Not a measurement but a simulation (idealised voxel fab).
Process module under the name voxel trench capacitor
Cross-section cut spans 260 nm and uses square cells 5 nm in size.
This document writes a cross-section as a grid whose cells are square, and gives it as bands, listed from the top down; one or more rows of cells form a band. A band entry consists of two parts. The first gives the height of the band's top and the height of its bottom, in nm. The rest lists the band's materials from left to right, each with its width in nm. A single material labelled with the word "full width" fills the band from edge to edge, and the word "empty" marks empty space. The reference from which all heights are counted is 0, the level beneath which the as-received wafer is entirely one material; the lowest band, having no lower bound, proceeds downward and is written after the example "0 and below". So if you see something like "30->40" for the width, read it as the top row of the band sitting at the first number and the bottom row at the second, with every row in between moving by the same amount as the last. You'll sometimes find "same as before" written for a step, and that's the way of saying that nowhere in the cross-section did a cell change during that step. Enclosed voids (no open way to top), threshold 8 cells or more, entry "Closed void entries", notation width x height at distance, distance from left edge, nm. Step line, after settings: the simulator's comment on this step. Regarding "overlay nm": on a step with a mask, it is the distance the mask lay to the right of its planned place; a negative value places it to the left.
Here's what the planned process steps look like:
1,RECEIVE (material Si)
2,CONFORMAL_DEP (material SiN; thk nm 5)
3,DIRECTIONAL_DEP (material aC; thk nm 10)
4,PATTERN (tone open; mask id TRENCH; material resist; width nm 20; pitch nm 40; thk nm 30; overlay nm 0)
5,DIRECTIONAL_ETCH (etch materials aC; depth nm 10)
6,STRIP (etch materials resist)
7,DIRECTIONAL_ETCH (etch materials SiN; depth nm 5)
8,DIRECTIONAL_ETCH (etch materials Si; depth nm 30)
9,STRIP (etch materials aC)
10,CONFORMAL_DEP (material Al2O3; thk nm 5)
11,FILL_DEP (material polySi; thk nm 10)
12,CMP (height nm 5)
Shown in cross-section is the wafer as received, that is, as it stands after step 1:
    0 and below | Si full width
    Closed void entries: none
One mistake in running the module, otherwise start and plan as above: cross-section at the end:
    20 down to 10 | polySi full width
    10 down to 5 | 105 Al2O3  10 polySi  30 Al2O3  10 polySi  105 Al2O3
    5 down to 0 | 100 SiN  5 Al2O3  10 polySi  5 Al2O3  20 SiN  5 Al2O3  10 polySi  5 Al2O3  100 SiN
    0 down to -25 | 100 Si  5 Al2O3  10 polySi  5 Al2O3  20 Si  5 Al2O3  10 polySi  5 Al2O3  100 Si
    -25 down to -30 | 100 Si  20 Al2O3  20 Si  20 Al2O3  100 Si
    -30 and below | Si full width
    Closed void entries: none
Against the plan, the run slipped here: step 12 in the plan did not get run; it was skipped
